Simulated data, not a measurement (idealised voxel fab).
The document below concerns the process module designated voxel transistor to metal.
Pictured: cross-section cut, 195 nm wide, on a grid of 5 nm square cells.
Format of a cross-section: grid, square cells. Given as bands. Order: top down. Band: one or more rows of cells. Band entry format. Leading values: height of top, height of bottom, nm. Remainder: materials in left-to-right order, each with its width in nm. Special words: "edge to edge" on a single material, which then fills the band edge to edge; "empty", empty space. Below 0: as-received wafer, all one material; heights counted from there. Lowest band: no bottom, goes on down, written "z 0 and below". Top row gets the first number, bottom row gets the second, and each row in between changes by the same step: that is how a band width like "30..40" works. "no alterations made", as given for a step, is the statement that not any cell of the cross-section underwent a change during that step. The entry titled "Sealed internal cavities" provides the empty spaces that have no open way to the top, restricted to those of 8 cells or more. Each is presented as width x height at distance, the distance being measured from the left edge, with all three in nm. The remark found on a step's line after its settings is issued by the simulator itself and pertains to that step. A step's line can hold "overlay nm"; with a mask on that step, the setting says how far right of the planned place the mask lay, while a negative setting says it lay to the left.

Set out below are the planned steps of the process
1: RECEIVE (material Si)
2: OXIDIZE (depth nm 5)
3: CONFORMAL_DEP (material SiN; thk nm 10)
4: PATTERN (tone cover; mask id ACTIVE; material resist; width nm 115; thk nm 20; overlay nm 0)
5: DIRECTIONAL_ETCH (etch materials SiN; depth nm 10)
6: DIRECTIONAL_ETCH (etch materials SiO2; depth nm 5)
7: DIRECTIONAL_ETCH (etch materials Si; depth nm 35)
8: STRIP (etch materials resist)
9: FILL_DEP (material SiO2; thk nm 5)
10: CMP (height nm 10)
11: SELECTIVE_ETCH (etch materials SiO2; depth nm 10)
12: STRIP (etch materials SiN)
13: SELECTIVE_ETCH (etch materials SiO2; depth nm 5)
14: OXIDIZE (depth nm 5)
15: DIRECTIONAL_DEP (material polySi; thk nm 20)
16: DIRECTIONAL_DEP (material SiCN; thk nm 10)
17: MASKED_ETCH (tone cover; mask id GATE; width nm 25; etch materials SiCN; depth nm 20; overlay nm 0)
18: MASKED_ETCH (tone cover; mask id GATE; width nm 25; etch materials polySi; depth nm 30; overlay nm 0)
19: CONFORMAL_DEP (material SiN; thk nm 10)
20: DIRECTIONAL_ETCH (etch materials SiN; depth nm 10)
21: DIRECTIONAL_ETCH (etch materials SiO2; depth nm 5)
22: DIRECTIONAL_ETCH (etch materials Si; depth nm 10)
23: EPI (material SiGe; thk nm 10)
24: FILL_DEP (material SiO2; thk nm 5)
25: CMP (height nm 15)
26: STRIP (etch materials polySi)
27: SELECTIVE_ETCH (etch materials SiO2; depth nm 5)
28: CONFORMAL_DEP (material HfO2; thk nm 5)
29: CONFORMAL_DEP (material TiN; thk nm 5)
30: FILL_DEP (material W; thk nm 10)
31: CMP (height nm 10)
32: DIRECTIONAL_DEP (material SiO2; thk nm 15)
33: MASKED_ETCH (tone open; mask id CONTACT; width nm 20; pitch nm 75; etch materials SiO2; depth nm 35; overlay nm 0)
34: CONFORMAL_DEP (material TiN; thk nm 5)
35: FILL_DEP (material W; thk nm 10)
36: CMP (height nm 25)
37: DIRECTIONAL_DEP (material TiN; thk nm 5)
38: DIRECTIONAL_DEP (material W; thk nm 20)
39: PATTERN (tone cover; mask id METAL_1; material resist; width nm 20; pitch nm 75; thk nm 15; overlay nm 0)
40: DIRECTIONAL_ETCH (etch materials W; depth nm 20)
41: DIRECTIONAL_ETCH (etch materials TiN; depth nm 5)
42: STRIP (etch materials resist)
43: CONFORMAL_DEP (material SiN; thk nm 5)
44: FILL_DEP (material lowk; thk nm 5)
45: CMP (height nm 50)
46: CONFORMAL_DEP (material SiCN; thk nm 5)

First wafer out of two, processed as planned

Incoming wafer in cross-section (state: after step 1)
> z 0 and below: Si edge to edge
> Sealed internal cavities: none

So this is the wafer cross-section right after step 2
> z 0 to -5: SiO2 edge to edge
> Under -5: no change, same as before.

So this is the wafer cross-section right after step 3
> z 10 to 0: SiN edge to edge
> Under 0: no change, same as before.

So this is the wafer cross-section right after step 4
> z 30 to 10: empty 40 / resist 115 / empty 40
> Under 10: no change, same as before.

So this is the wafer cross-section right after step 5
> z 30 to 10: empty 40 / resist 115 / empty 40
> z 10 to 0: empty 40 / SiN 115 / empty 40
> Under 0: no change, same as before.

So this is the wafer cross-section right after step 6
> z 30 to 10: empty 40 / resist 115 / empty 40
> z 10 to 0: empty 40 / SiN 115 / empty 40
> z 0 to -5: empty 40 / SiO2 115 / empty 40
> Under -5: no change, same as before.

So this is the wafer cross-section right after step 7
> z 30 to 10: empty 40 / resist 115 / empty 40
> z 10 to 0: empty 40 / SiN 115 / empty 40
> z 0 to -5: empty 40 / SiO2 115 / empty 40
> z -5 to -40: empty 40 / Si 115 / empty 40
> Under -40: no change, same as before.

So this is the wafer cross-section right after step 8
> z 10 to 0: empty 40 / SiN 115 / empty 40
> Under 0: no change, same as before.

So this is the wafer cross-section right after step 9
> z 15 to 10: SiO2 edge to edge
> z 10 to 0: SiO2 40 / SiN 115 / SiO2 40
> z 0 to -5: SiO2 edge to edge
> z -5 to -40: SiO2 40 / Si 115 / SiO2 40
> Under -40: no change, same as before.

So this is the wafer cross-section right after step 10
> z 10 to 0: SiO2 40 / SiN 115 / SiO2 40
> Under 0: no change, same as before.

So this is the wafer cross-section right after step 11
> z 10 to 0: empty 40 / SiN 115 / empty 40
> Under 0: no change, same as before.

So this is the wafer cross-section right after step 12
> z 0 to -5: SiO2 edge to edge
> Under -5: no change, same as before.

So this is the wafer cross-section right after step 13
> z -5 to -40: SiO2 40 / Si 115 / SiO2 40
> Under -40: no change, same as before.

So this is the wafer cross-section right after step 14
> z -5 to -10: SiO2 edge to edge
> Under -10: no change, same as before.

So this is the wafer cross-section right after step 15
> z 15 to -5: polySi edge to edge
> Under -5: no change, same as before.

So this is the wafer cross-section right after step 16
> z 25 to 15: SiCN edge to edge
> Under 15: no change, same as before.

So this is the wafer cross-section right after step 17
> z 25 to 15: empty 85 / SiCN 25 / empty 85
> Under 15: no change, same as before.

So this is the wafer cross-section right after step 18
> z 25 to 15: empty 85 / SiCN 25 / empty 85
> z 15 to -5: empty 85 / polySi 25 / empty 85
> Under -5: no change, same as before.

So this is the wafer cross-section right after step 19
> z 35 to 25: empty 75 / SiN 45 / empty 75
> z 25 to 15: empty 75 / SiN 10 / SiCN 25 / SiN 10 / empty 75
> z 15 to 5: empty 75 / SiN 10 / polySi 25 / SiN 10 / empty 75
> z 5 to -5: SiN 85 / polySi 25 / SiN 85
> Under -5: no change, same as before.

So this is the wafer cross-section right after step 20
> z 25 to 15: empty 75 / SiN 10 / SiCN 25 / SiN 10 / empty 75
> z 15 to -5: empty 75 / SiN 10 / polySi 25 / SiN 10 / empty 75
> Under -5: no change, same as before.

So this is the wafer cross-section right after step 21
> z 25 to 15: empty 75 / SiN 10 / SiCN 25 / SiN 10 / empty 75
> z 15 to -5: empty 75 / SiN 10 / polySi 25 / SiN 10 / empty 75
> z -5 to -10: empty 75 / SiO2 45 / empty 75
> Under -10: no change, same as before.

So this is the wafer cross-section right after step 22
> z 25 to 15: empty 75 / SiN 10 / SiCN 25 / SiN 10 / empty 75
> z 15 to -5: empty 75 / SiN 10 / polySi 25 / SiN 10 / empty 75
> z -5 to -10: empty 75 / SiO2 45 / empty 75
> z -10 to -20: SiO2 40 / empty 35 / Si 45 / empty 35 / SiO2 40
> Under -20: no change, same as before.

So this is the wafer cross-section right after step 23
> z 25 to 15: empty 75 / SiN 10 / SiCN 25 / SiN 10 / empty 75
> z 15 to 0: empty 75 / SiN 10 / polySi 25 / SiN 10 / empty 75
> z 0 to -5: empty 65 / SiGe 10 / SiN 10 / polySi 25 / SiN 10 / SiGe 10 / empty 65
> z -5 to -10: empty 65 / SiGe 10 / SiO2 45 / SiGe 10 / empty 65
> z -10 to -20: SiO2 40 / SiGe 35 / Si 45 / SiGe 35 / SiO2 40
> Under -20: no change, same as before.

So this is the wafer cross-section right after step 24
> z 30 to 25: SiO2 edge to edge
> z 25 to 15: SiO2 75 / SiN 10 / SiCN 25 / SiN 10 / SiO2 75
> z 15 to 0: SiO2 75 / SiN 10 / polySi 25 / SiN 10 / SiO2 75
> z 0 to -5: SiO2 65 / SiGe 10 / SiN 10 / polySi 25 / SiN 10 / SiGe 10 / SiO2 65
> z -5 to -10: SiO2 65 / SiGe 10 / SiO2 45 / SiGe 10 / SiO2 65
> Under -10: no change, same as before.

So this is the wafer cross-section right after step 25
> z 15 to 0: SiO2 75 / SiN 10 / polySi 25 / SiN 10 / SiO2 75
> Under 0: no change, same as before.

So this is the wafer cross-section right after step 26
> z 15 to 0: SiO2 75 / SiN 10 / empty 25 / SiN 10 / SiO2 75
> z 0 to -5: SiO2 65 / SiGe 10 / SiN 10 / empty 25 / SiN 10 / SiGe 10 / SiO2 65
> Under -5: no change, same as before.

So this is the wafer cross-section right after step 27
> z 15 to 10: empty 75 / SiN 10 / empty 25 / SiN 10 / empty 75
> z 10 to 0: SiO2 75 / SiN 10 / empty 25 / SiN 10 / SiO2 75
> z 0 to -5: SiO2 65 / SiGe 10 / SiN 10 / empty 25 / SiN 10 / SiGe 10 / SiO2 65
> z -5 to -10: SiO2 65 / SiGe 10 / SiO2 5 / empty 35 / SiO2 5 / SiGe 10 / SiO2 65
> Under -10: no change, same as before.

So this is the wafer cross-section right after step 28
> z 20 to 15: empty 70 / HfO2 20 / empty 15 / HfO2 20 / empty 70
> z 15 to 10: HfO2 75 / SiN 10 / HfO2 5 / empty 15 / HfO2 5 / SiN 10 / HfO2 75
> z 10 to 0: SiO2 75 / SiN 10 / HfO2 5 / empty 15 / HfO2 5 / SiN 10 / SiO2 75
> z 0 to -5: SiO2 65 / SiGe 10 / SiN 10 / HfO2 5 / empty 15 / HfO2 5 / SiN 10 / SiGe 10 / SiO2 65
> z -5 to -10: SiO2 65 / SiGe 10 / SiO2 5 / HfO2 35 / SiO2 5 / SiGe 10 / SiO2 65
> Under -10: no change, same as before.

So this is the wafer cross-section right after step 29
> z 25 to 20: empty 65 / TiN 30 / empty 5 / TiN 30 / empty 65
> z 20 to 15: TiN 70 / HfO2 20 / TiN 5 / empty 5 / TiN 5 / HfO2 20 / TiN 70
> z 15 to 10: HfO2 75 / SiN 10 / HfO2 5 / TiN 5 / empty 5 / TiN 5 / HfO2 5 / SiN 10 / HfO2 75
> z 10 to 0: SiO2 75 / SiN 10 / HfO2 5 / TiN 5 / empty 5 / TiN 5 / HfO2 5 / SiN 10 / SiO2 75
> z 0 to -5: SiO2 65 / SiGe 10 / SiN 10 / HfO2 5 / TiN 15 / HfO2 5 / SiN 10 / SiGe 10 / SiO2 65
> Under -5: no change, same as before.

So this is the wafer cross-section right after step 30
> z 35 to 25: W edge to edge
> z 25 to 20: W 65 / TiN 30 / W 5 / TiN 30 / W 65
> z 20 to 15: TiN 70 / HfO2 20 / TiN 5 / W 5 / TiN 5 / HfO2 20 / TiN 70
> z 15 to 10: HfO2 75 / SiN 10 / HfO2 5 / TiN 5 / W 5 / TiN 5 / HfO2 5 / SiN 10 / HfO2 75
> z 10 to 0: SiO2 75 / SiN 10 / HfO2 5 / TiN 5 / W 5 / TiN 5 / HfO2 5 / SiN 10 / SiO2 75
> Under 0: no change, same as before.

So this is the wafer cross-section right after step 31
> z 10 to 0: SiO2 75 / SiN 10 / HfO2 5 / TiN 5 / W 5 / TiN 5 / HfO2 5 / SiN 10 / SiO2 75
> Under 0: no change, same as before.

So this is the wafer cross-section right after step 32
> z 25 to 10: SiO2 edge to edge
> Under 10: no change, same as before.

So this is the wafer cross-section right after step 33
> z 25 to 10: SiO2 50 / empty 20 / SiO2 55 / empty 20 / SiO2 50
> z 10 to 0: SiO2 50 / empty 20 / SiO2 5 / SiN 10 / HfO2 5 / TiN 5 / W 5 / TiN 5 / HfO2 5 / SiN 10 / SiO2 5 / empty 20 / SiO2 50
> z 0 to -5: SiO2 50 / empty 15 / SiGe 10 / SiN 10 / HfO2 5 / TiN 15 / HfO2 5 / SiN 10 / SiGe 10 / empty 15 / SiO2 50
> z -5 to -10: SiO2 50 / empty 15 / SiGe 10 / SiO2 5 / HfO2 35 / SiO2 5 / SiGe 10 / empty 15 / SiO2 50
> Under -10: no change, same as before.

So this is the wafer cross-section right after step 34
> z 30 to 25: TiN 55 / empty 10 / TiN 65 / empty 10 / TiN 55
> z 25 to 10: SiO2 50 / TiN 5 / empty 10 / TiN 5 / SiO2 55 / TiN 5 / empty 10 / TiN 5 / SiO2 50
> z 10 to 0: SiO2 50 / TiN 5 / empty 10..5 / TiN 5..10 / SiO2 5 / SiN 10 / HfO2 5 / TiN 5 / W 5 / TiN 5 / HfO2 5 / SiN 10 / SiO2 5 / TiN 5..10 / empty 10..5 / TiN 5 / SiO2 50
> z 0 to -5: SiO2 50 / TiN 5 / empty 5 / TiN 5 / SiGe 10 / SiN 10 / HfO2 5 / TiN 15 / HfO2 5 / SiN 10 / SiGe 10 / TiN 5 / empty 5 / TiN 5 / SiO2 50
> z -5 to -10: SiO2 50 / TiN 15 / SiGe 10 / SiO2 5 / HfO2 35 / SiO2 5 / SiGe 10 / TiN 15 / SiO2 50
> Under -10: no change, same as before.

So this is the wafer cross-section right after step 35
> z 40 to 30: W edge to edge
> z 30 to 25: TiN 55 / W 10 / TiN 65 / W 10 / TiN 55
> z 25 to 10: SiO2 50 / TiN 5 / W 10 / TiN 5 / SiO2 55 / TiN 5 / W 10 / TiN 5 / SiO2 50
> z 10 to 0: SiO2 50 / TiN 5 / W 10..5 / TiN 5..10 / SiO2 5 / SiN 10 / HfO2 5 / TiN 5 / W 5 / TiN 5 / HfO2 5 / SiN 10 / SiO2 5 / TiN 5..10 / W 10..5 / TiN 5 / SiO2 50
> z 0 to -5: SiO2 50 / TiN 5 / W 5 / TiN 5 / SiGe 10 / SiN 10 / HfO2 5 / TiN 15 / HfO2 5 / SiN 10 / SiGe 10 / TiN 5 / W 5 / TiN 5 / SiO2 50
> Under -5: no change, same as before.

So this is the wafer cross-section right after step 36
> z 25 to 10: SiO2 50 / TiN 5 / W 10 / TiN 5 / SiO2 55 / TiN 5 / W 10 / TiN 5 / SiO2 50
> Under 10: no change, same as before.

So this is the wafer cross-section right after step 37
> z 30 to 25: TiN edge to edge
> Under 25: no change, same as before.

So this is the wafer cross-section right after step 38
> z 50 to 30: W edge to edge
> Under 30: no change, same as before.

So this is the wafer cross-section right after step 39
> z 65 to 50: empty 50 / resist 20 / empty 55 / resist 20 / empty 50
> Under 50: no change, same as before.

So this is the wafer cross-section right after step 40
> z 65 to 50: empty 50 / resist 20 / empty 55 / resist 20 / empty 50
> z 50 to 30: empty 50 / W 20 / empty 55 / W 20 / empty 50
> Under 30: no change, same as before.

So this is the wafer cross-section right after step 41
> z 65 to 50: empty 50 / resist 20 / empty 55 / resist 20 / empty 50
> z 50 to 30: empty 50 / W 20 / empty 55 / W 20 / empty 50
> z 30 to 25: empty 50 / TiN 20 / empty 55 / TiN 20 / empty 50
> Under 25: no change, same as before.

So this is the wafer cross-section right after step 42
> z 50 to 30: empty 50 / W 20 / empty 55 / W 20 / empty 50
> Under 30: no change, same as before.

So this is the wafer cross-section right after step 43
> z 55 to 50: empty 45 / SiN 30 / empty 45 / SiN 30 / empty 45
> z 50 to 30: empty 45 / SiN 5 / W 20 / SiN 5 / empty 45 / SiN 5 / W 20 / SiN 5 / empty 45
> z 30 to 25: SiN 50 / TiN 20 / SiN 55 / TiN 20 / SiN 50
> Under 25: no change, same as before.

So this is the wafer cross-section right after step 44
> z 60 to 55: lowk edge to edge
> z 55 to 50: lowk 45 / SiN 30 / lowk 45 / SiN 30 / lowk 45
> z 50 to 30: lowk 45 / SiN 5 / W 20 / SiN 5 / lowk 45 / SiN 5 / W 20 / SiN 5 / lowk 45
> Under 30: no change, same as before.

So this is the wafer cross-section right after step 45
> z 50 to 30: lowk 45 / SiN 5 / W 20 / SiN 5 / lowk 45 / SiN 5 / W 20 / SiN 5 / lowk 45
> Under 30: no change, same as before.

So this is the wafer cross-section right after step 46
> z 55 to 50: SiCN edge to edge
> Under 50: no change, same as before.

The remaining wafer, second of the two, started like the first and was run to the same plan, except that one mistake was made along the way; the two coincide through step 34, inclusive

The second wafer in cross-section, at the planned close of step 35
> z 40 to 30: HfO2 edge to edge
> z 30 to 25: TiN 55 / HfO2 10 / TiN 65 / HfO2 10 / TiN 55
> z 25 to 10: SiO2 50 / TiN 5 / HfO2 10 / TiN 5 / SiO2 55 / TiN 5 / HfO2 10 / TiN 5 / SiO2 50
> z 10 to 0: SiO2 50 / TiN 5 / HfO2 10..5 / TiN 5..10 / SiO2 5 / SiN 10 / HfO2 5 / TiN 5 / W 5 / TiN 5 / HfO2 5 / SiN 10 / SiO2 5 / TiN 5..10 / HfO2 10..5 / TiN 5 / SiO2 50
> z 0 to -5: SiO2 50 / TiN 5 / HfO2 5 / TiN 5 / SiGe 10 / SiN 10 / HfO2 5 / TiN 15 / HfO2 5 / SiN 10 / SiGe 10 / TiN 5 / HfO2 5 / TiN 5 / SiO2 50
> Under -5: no change, same as before.

The second wafer in cross-section, at the planned close of step 36
> z 25 to 10: SiO2 50 / TiN 5 / HfO2 10 / TiN 5 / SiO2 55 / TiN 5 / HfO2 10 / TiN 5 / SiO2 50
> Under 10: no change, same as before.

The second wafer in cross-section, at the planned close of step 37
> z 30 to 25: TiN edge to edge
> Under 25: no change, same as before.

The second wafer in cross-section, at the planned close of step 38
> z 50 to 30: W edge to edge
> Under 30: no change, same as before.

The second wafer in cross-section, at the planned close of step 39
> z 65 to 50: empty 50 / resist 20 / empty 55 / resist 20 / empty 50
> Under 50: no change, same as before.

The second wafer in cross-section, at the planned close of step 40
> z 65 to 50: empty 50 / resist 20 / empty 55 / resist 20 / empty 50
> z 50 to 30: empty 50 / W 20 / empty 55 / W 20 / empty 50
> Under 30: no change, same as before.

The second wafer in cross-section, at the planned close of step 41
> z 65 to 50: empty 50 / resist 20 / empty 55 / resist 20 / empty 50
> z 50 to 30: empty 50 / W 20 / empty 55 / W 20 / empty 50
> z 30 to 25: empty 50 / TiN 20 / empty 55 / TiN 20 / empty 50
> Under 25: no change, same as before.

The second wafer in cross-section, at the planned close of step 42
> z 50 to 30: empty 50 / W 20 / empty 55 / W 20 / empty 50
> Under 30: no change, same as before.

The second wafer in cross-section, at the planned close of step 43
> z 55 to 50: empty 45 / SiN 30 / empty 45 / SiN 30 / empty 45
> z 50 to 30: empty 45 / SiN 5 / W 20 / SiN 5 / empty 45 / SiN 5 / W 20 / SiN 5 / empty 45
> z 30 to 25: SiN 50 / TiN 20 / SiN 55 / TiN 20 / SiN 50
> Under 25: no change, same as before.

The second wafer in cross-section, at the planned close of step 44
> z 60 to 55: lowk edge to edge
> z 55 to 50: lowk 45 / SiN 30 / lowk 45 / SiN 30 / lowk 45
> z 50 to 30: lowk 45 / SiN 5 / W 20 / SiN 5 / lowk 45 / SiN 5 / W 20 / SiN 5 / lowk 45
> Under 30: no change, same as before.

The second wafer in cross-section, at the planned close of step 45
> z 50 to 30: lowk 45 / SiN 5 / W 20 / SiN 5 / lowk 45 / SiN 5 / W 20 / SiN 5 / lowk 45
> Under 30: no change, same as before.

The second wafer in cross-section, at the planned close of step 46
> z 55 to 50: SiCN edge to edge
> Under 50: no change, same as before.
What went wrong in running the wafer? step 35 went in with a setting other than planned; the actual run was FILL_DEP (material HfO2; thk nm 10)
Cell-count delta at end, second wafer over first, by material: HfO2 +20, W -20
